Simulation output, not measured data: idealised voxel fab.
process module | voxel self aligned vias
cross-section cut | 265 nm wide | cells 5 nm
A cross-section is a grid of square cells, given in bands from the top down. A band is one or more rows of cells.
Each band's line starts with the height of the band's top and of its bottom, in nm. Then come its materials from left to right, each with its width in nm. One material with "throughout" fills the band from edge to edge. "air" is empty space.
Height 0 is the level under which the wafer as received is all one material. The lowest band goes on downwards, as in "0 down".
A width such as "30 to 40" changes by the same amount from each row of cells to the next, from the band's top row to its bottom row.
"no change" after a step means that no cell of the cross-section changed.
closed voids: empty space of 8 cells or more with no open way to the top, each as width x height at its distance from the left edge, in nm
after a step's settings: what the simulator itself notes on the step
overlay nm, on a step with a mask: how far to the right of its planned place the mask lay; to the left if negative
plan
1 op RECEIVE | material Si
2 op CONFORMAL_DEP | material SiO2 | thk nm 10
3 op CONFORMAL_DEP | material SiCN | thk nm 5
4 op DIRECTIONAL_DEP | material lowk | thk nm 25
5 op MASKED_ETCH | tone open | mask id LINES | width nm 25 | pitch nm 65 | etch materials lowk | depth nm 25 | overlay nm 0
6 op CONFORMAL_DEP | material TiN | thk nm 5
7 op FILL_DEP | material W | thk nm 5
8 op CMP | height nm 40
9 op SELECTIVE_ETCH | etch materials W Ru TiN | depth nm 10
10 op FILL_DEP | material SiN | thk nm 10
11 op CMP | height nm 40
12 op DIRECTIONAL_DEP | material lowk | thk nm 15
13 op DIRECTIONAL_DEP | material aC | thk nm 15
14 op PATTERN | tone open | mask id VIAS | material resist | width nm 35 | pitch nm 130 | thk nm 30 | overlay nm 0
15 op DIRECTIONAL_ETCH | etch materials aC | depth nm 15
16 op STRIP | etch materials resist
17 op DIRECTIONAL_ETCH | etch materials lowk | depth nm 15
18 op DIRECTIONAL_ETCH | etch materials SiN | depth nm 10
19 op STRIP | etch materials aC
20 op CONFORMAL_DEP | material TiN | thk nm 5
21 op FILL_DEP | material Cu | thk nm 5
22 op CMP | height nm 55
23 op CONFORMAL_DEP | material SiCN | thk nm 5
as received, after step 1
  0 down: Si throughout
  closed voids: none
a wafer at the end: this start, this plan, one mistake
  60 to 55: SiCN throughout
  55 to 45: lowk 50 | TiN 5 | Cu 25 | TiN 5 | lowk 95 | TiN 5 | Cu 25 | TiN 5 | lowk 50
  45 to 40: lowk 50 | TiN 35 | lowk 95 | TiN 35 | lowk 50
  40 to 30: SiN 50 | TiN 5 | lowk 25 | TiN 5 | SiN 35 | lowk 25 | SiN 35 | TiN 5 | lowk 25 | TiN 5 | SiN 50
  30 to 20: W 50 | TiN 5 | lowk 25 | TiN 5 | W 30 | TiN 5 | lowk 25 | TiN 5 | W 30 | TiN 5 | lowk 25 | TiN 5 | W 50
  20 to 15: TiN 55 | lowk 25 | TiN 40 | lowk 25 | TiN 40 | lowk 25 | TiN 55
  15 to 10: SiCN throughout
  10 to 0: SiO2 throughout
  0 down: Si throughout
  closed voids: none
what went wrong: step 5 ran as: op MASKED_ETCH | tone cover | mask id LINES | width nm 25 | pitch nm 65 | etch materials lowk | depth nm 25 | overlay nm 0
